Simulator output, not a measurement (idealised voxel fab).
A process module follows: voxel self aligned contacts.
It is cross-section cut that appears here, measuring 270 nm in width, its square cells being 5 nm in size.
Cross-section layout: square cells on a grid; listed as bands, top to bottom; a band spans one or more cell rows. First you get the band's top height and its bottom height, in nm, and then the materials it's made of, left to right, with each width in nm. If you see a single material with "all across", that one covers the band edge to edge. "air" is empty space. Below 0: as-received wafer, all one material; heights counted from there. Lowest band: no bottom, goes on down, written "0 -> down". The width entry "30..40" should be interpreted row by row: the top row of cells in the band takes the first number, the bottom row takes the second number, and the change between adjacent rows is uniform throughout. When a step is marked "no alteration", none of the cells in the cross-section changed during that step. Heads up: "Closed cavities" only lists the empty pockets with no open path to the top that are 8 cells or more, and it writes them as width x height at distance, distance from the left edge, in nm. What comes after the settings on a step's line is commentary from the simulator itself on that step. For masked steps, "overlay nm" on the step line gives how far right of plan the mask actually lay; a minus sign means it lay to the left.

Below is the list of planned process steps
| 1 | RECEIVE | material Si |
| 2 | OXIDIZE | depth nm 5 |
| 3 | DIRECTIONAL_DEP | material polySi | thk nm 30 |
| 4 | DIRECTIONAL_DEP | material SiN | thk nm 20 |
| 5 | DIRECTIONAL_DEP | material aC | thk nm 10 |
| 6 | PATTERN | tone cover | mask id GATE | material resist | width nm 30 | pitch nm 75 | thk nm 30 | overlay nm 0 |
| 7 | DIRECTIONAL_ETCH | etch materials aC | depth nm 10 |
| 8 | STRIP | etch materials resist |
| 9 | DIRECTIONAL_ETCH | etch materials SiN | depth nm 20 |
| 10 | DIRECTIONAL_ETCH | etch materials polySi | depth nm 30 |
| 11 | STRIP | etch materials aC |
| 12 | CONFORMAL_DEP | material SiN | thk nm 10 |
| 13 | DIRECTIONAL_ETCH | etch materials SiN | depth nm 10 |
| 14 | FILL_DEP | material SiO2 | thk nm 20 |
| 15 | CMP | height nm 60 |
| 16 | DIRECTIONAL_DEP | material aC | thk nm 10 |
| 17 | PATTERN | tone open | mask id CONTACT | material resist | width nm 55 | thk nm 30 | overlay nm 0 |
| 18 | DIRECTIONAL_ETCH | etch materials aC | depth nm 10 |
| 19 | STRIP | etch materials resist |
| 20 | DIRECTIONAL_ETCH | etch materials SiO2 | depth nm 65 |
| 21 | STRIP | etch materials aC |
| 22 | CONFORMAL_DEP | material TiN | thk nm 5 |
| 23 | FILL_DEP | material Ru | thk nm 5 |
| 24 | CMP | height nm 60 |
| 25 | CONFORMAL_DEP | material SiN | thk nm 5 |

First out of two wafers; run went to plan

Wafer cross-section on receipt, i.e. after step 1
  0 -> down  Si all across
  Closed cavities: none

The wafer, seen in cross-section, after step 2
  0 -> -5  SiO2 all across
  Below -5, no change.

The wafer, seen in cross-section, after step 3
  30 -> 0  polySi all across
  Below 0, no change.

The wafer, seen in cross-section, after step 4
  50 -> 30  SiN all across
  Below 30, no change.

The wafer, seen in cross-section, after step 5
  60 -> 50  aC all across
  Below 50, no change.

The wafer, seen in cross-section, after step 6
  90 -> 60  air: 80 | resist: 30 | air: 45 | resist: 30 | air: 85
  Below 60, no change.

The wafer, seen in cross-section, after step 7
  80 -> 60  air: 80 | resist: 30 | air: 45 | resist: 30 | air: 85
  60 -> 50  air: 80 | aC: 30 | air: 45 | aC: 30 | air: 85
  Below 50, no change.

The wafer, seen in cross-section, after step 8
  60 -> 50  air: 80 | aC: 30 | air: 45 | aC: 30 | air: 85
  Below 50, no change.

The wafer, seen in cross-section, after step 9
  60 -> 50  air: 80 | aC: 30 | air: 45 | aC: 30 | air: 85
  50 -> 30  air: 80 | SiN: 30 | air: 45 | SiN: 30 | air: 85
  Below 30, no change.

The wafer, seen in cross-section, after step 10
  60 -> 50  air: 80 | aC: 30 | air: 45 | aC: 30 | air: 85
  50 -> 30  air: 80 | SiN: 30 | air: 45 | SiN: 30 | air: 85
  30 -> 0  air: 80 | polySi: 30 | air: 45 | polySi: 30 | air: 85
  Below 0, no change.

The wafer, seen in cross-section, after step 11
  50 -> 30  air: 80 | SiN: 30 | air: 45 | SiN: 30 | air: 85
  Below 30, no change.

The wafer, seen in cross-section, after step 12
  60 -> 30  air: 70 | SiN: 50 | air: 25 | SiN: 50 | air: 75
  30 -> 10  air: 70 | SiN: 10 | polySi: 30 | SiN: 10 | air: 25 | SiN: 10 | polySi: 30 | SiN: 10 | air: 75
  10 -> 0  SiN: 80 | polySi: 30 | SiN: 45 | polySi: 30 | SiN: 85
  Below 0, no change.

The wafer, seen in cross-section, after step 13
  50 -> 30  air: 70 | SiN: 50 | air: 25 | SiN: 50 | air: 75
  30 -> 0  air: 70 | SiN: 10 | polySi: 30 | SiN: 10 | air: 25 | SiN: 10 | polySi: 30 | SiN: 10 | air: 75
  Below 0, no change.

The wafer, seen in cross-section, after step 14
  70 -> 50  SiO2 all across
  50 -> 30  SiO2: 70 | SiN: 50 | SiO2: 25 | SiN: 50 | SiO2: 75
  30 -> 0  SiO2: 70 | SiN: 10 | polySi: 30 | SiN: 10 | SiO2: 25 | SiN: 10 | polySi: 30 | SiN: 10 | SiO2: 75
  Below 0, no change.

The wafer, seen in cross-section, after step 15
  60 -> 50  SiO2 all across
  Below 50, no change.

The wafer, seen in cross-section, after step 16
  70 -> 60  aC all across
  Below 60, no change.

The wafer, seen in cross-section, after step 17
  100 -> 70  resist: 105 | air: 55 | resist: 110
  Below 70, no change.

The wafer, seen in cross-section, after step 18
  90 -> 70  resist: 105 | air: 55 | resist: 110
  70 -> 60  aC: 105 | air: 55 | aC: 110
  Below 60, no change.

The wafer, seen in cross-section, after step 19
  70 -> 60  aC: 105 | air: 55 | aC: 110
  Below 60, no change.

The wafer, seen in cross-section, after step 20
  70 -> 60  aC: 105 | air: 55 | aC: 110
  60 -> 50  SiO2: 105 | air: 55 | SiO2: 110
  50 -> 30  SiO2: 70 | SiN: 50 | air: 25 | SiN: 50 | SiO2: 75
  30 -> 0  SiO2: 70 | SiN: 10 | polySi: 30 | SiN: 10 | air: 25 | SiN: 10 | polySi: 30 | SiN: 10 | SiO2: 75
  0 -> -5  SiO2: 120 | air: 25 | SiO2: 125
  Below -5, no change.

The wafer, seen in cross-section, after step 21
  60 -> 50  SiO2: 105 | air: 55 | SiO2: 110
  Below 50, no change.

The wafer, seen in cross-section, after step 22
  65 -> 60  TiN: 110 | air: 45 | TiN: 115
  60 -> 50  SiO2: 105 | TiN: 5..20 | air: 45..15 | TiN: 5..20 | SiO2: 110
  50 -> 30  SiO2: 70 | SiN: 50 | TiN: 5 | air: 15 | TiN: 5 | SiN: 50 | SiO2: 75
  30 -> 0  SiO2: 70 | SiN: 10 | polySi: 30 | SiN: 10 | TiN: 5 | air: 15 | TiN: 5 | SiN: 10 | polySi: 30 | SiN: 10 | SiO2: 75
  0 -> -5  SiO2: 120 | TiN: 25 | SiO2: 125
  Below -5, no change.

The wafer, seen in cross-section, after step 23
  70 -> 65  Ru all across
  65 -> 60  TiN: 110 | Ru: 45 | TiN: 115
  60 -> 50  SiO2: 105 | TiN: 5..20 | Ru: 45..15 | TiN: 5..20 | SiO2: 110
  50 -> 30  SiO2: 70 | SiN: 50 | TiN: 5 | Ru: 15 | TiN: 5 | SiN: 50 | SiO2: 75
  30 -> 0  SiO2: 70 | SiN: 10 | polySi: 30 | SiN: 10 | TiN: 5 | Ru: 15 | TiN: 5 | SiN: 10 | polySi: 30 | SiN: 10 | SiO2: 75
  Below 0, no change.

The wafer, seen in cross-section, after step 24
  60 -> 50  SiO2: 105 | TiN: 5..20 | Ru: 45..15 | TiN: 5..20 | SiO2: 110
  Below 50, no change.

The wafer, seen in cross-section, after step 25
  65 -> 60  SiN all across
  Below 60, no change.

Second wafer: same start and same plan as the first, one execution error; identical to the first through step 16

Cross-sectional representation of the second wafer at the time designated in the plan for the completion of step 17
  100 -> 70  air: 105 | resist: 55 | air: 110
  Below 70, no change.

Cross-sectional representation of the second wafer at the time designated in the plan for the completion of step 18
  90 -> 70  air: 105 | resist: 55 | air: 110
  70 -> 60  air: 105 | aC: 55 | air: 110
  Below 60, no change.

Cross-sectional representation of the second wafer at the time designated in the plan for the completion of step 19
  70 -> 60  air: 105 | aC: 55 | air: 110
  Below 60, no change.

Cross-sectional representation of the second wafer at the time designated in the plan for the completion of step 20
  70 -> 60  air: 105 | aC: 55 | air: 110
  60 -> 50  air: 105 | SiO2: 55 | air: 110
  50 -> 30  air: 70 | SiN: 50 | SiO2: 25 | SiN: 50 | air: 75
  30 -> 0  air: 70 | SiN: 10 | polySi: 30 | SiN: 10 | SiO2: 25 | SiN: 10 | polySi: 30 | SiN: 10 | air: 75
  0 -> -5  air: 70 | SiO2: 125 | air: 75
  Below -5, no change.

Cross-sectional representation of the second wafer at the time designated in the plan for the completion of step 21
  60 -> 50  air: 105 | SiO2: 55 | air: 110
  Below 50, no change.

Cross-sectional representation of the second wafer at the time designated in the plan for the completion of step 22
  65 -> 60  air: 100 | TiN: 65 | air: 105
  60 -> 50  air: 100..65 | TiN: 5..40 | SiO2: 55 | TiN: 5..40 | air: 105..70
  50 -> 30  air: 65 | TiN: 5 | SiN: 50 | SiO2: 25 | SiN: 50 | TiN: 5 | air: 70
  30 -> 0  air: 65 | TiN: 5 | SiN: 10 | polySi: 30 | SiN: 10 | SiO2: 25 | SiN: 10 | polySi: 30 | SiN: 10 | TiN: 5 | air: 70
  0 -> -5  TiN: 70 | SiO2: 125 | TiN: 75
  Below -5, no change.

Cross-sectional representation of the second wafer at the time designated in the plan for the completion of step 23
  70 -> 65  Ru all across
  65 -> 60  Ru: 100 | TiN: 65 | Ru: 105
  60 -> 50  Ru: 100..65 | TiN: 5..40 | SiO2: 55 | TiN: 5..40 | Ru: 105..70
  50 -> 30  Ru: 65 | TiN: 5 | SiN: 50 | SiO2: 25 | SiN: 50 | TiN: 5 | Ru: 70
  30 -> 0  Ru: 65 | TiN: 5 | SiN: 10 | polySi: 30 | SiN: 10 | SiO2: 25 | SiN: 10 | polySi: 30 | SiN: 10 | TiN: 5 | Ru: 70
  Below 0, no change.

Cross-sectional representation of the second wafer at the time designated in the plan for the completion of step 24
  60 -> 50  Ru: 100..65 | TiN: 5..40 | SiO2: 55 | TiN: 5..40 | Ru: 105..70
  Below 50, no change.

Cross-sectional representation of the second wafer at the time designated in the plan for the completion of step 25
  65 -> 60  SiN all across
  Below 60, no change.
Where did the run depart from the plan? step 17 ran with different settings than intended, the actual operation and settings being PATTERN | tone cover | mask id CONTACT | material resist | width nm 55 | thk nm 30 | overlay nm 0
End of process, cell counts, second wafer against first, materials with more or fewer: Ru: 296 more | SiO2: 328 fewer | TiN: 32 more
